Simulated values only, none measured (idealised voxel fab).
process module | voxel tone inversion
cross-section cut | 285 nm wide | cells 5 nm
A cross-section is a grid of square cells, given in bands from the top down. A band is one or more rows of cells.
Each band's line starts with the height of the band's top and of its bottom, in nm. Then come its materials from left to right, each with its width in nm. One material with "throughout" fills the band from edge to edge. "air" is empty space.
Height 0 is the level under which the wafer as received is all one material. The lowest band goes on downwards, as in "0 down".
A width such as "30 to 40" changes by the same amount from each row of cells to the next, from the band's top row to its bottom row.
"no change" after a step means that no cell of the cross-section changed.
closed voids: empty space of 8 cells or more with no open way to the top, each as width x height at its distance from the left edge, in nm
after a step's settings: what the simulator itself notes on the step
overlay nm, on a step with a mask: how far to the right of its planned place the mask lay; to the left if negative
plan
1 op RECEIVE | material Si
2 op CONFORMAL_DEP | material SiN | thk nm 10
3 op DIRECTIONAL_DEP | material aC | thk nm 15
4 op PATTERN | tone cover | mask id POSTS | material resist | width nm 20 | pitch nm 35 | thk nm 20 | overlay nm 0
5 op DIRECTIONAL_ETCH | etch materials aC | depth nm 15
6 op STRIP | etch materials resist
7 op FILL_DEP | material lowk | thk nm 10
8 op CMP | height nm 25
9 op STRIP | etch materials aC
10 op CONFORMAL_DEP | material TiN | thk nm 5
11 op FILL_DEP | material W | thk nm 10
12 op CMP | height nm 25
13 op CONFORMAL_DEP | material SiN | thk nm 5
as received, after step 1
  0 down: Si throughout
  closed voids: none
a wafer at the end: this start, this plan, one mistake
  30 to 25: SiN throughout
  25 to 15: lowk 120 | TiN 5 | W 5 | TiN 5 | lowk 20 | TiN 5 | W 5 | TiN 5 | lowk 115
  15 to 10: lowk 120 | TiN 15 | lowk 20 | TiN 15 | lowk 115
  10 to 0: SiN throughout
  0 down: Si throughout
  closed voids: none
what went wrong: step 4 ran as: op PATTERN | tone cover | mask id POSTS | material resist | width nm 15 | pitch nm 35 | thk nm 20 | overlay nm 0
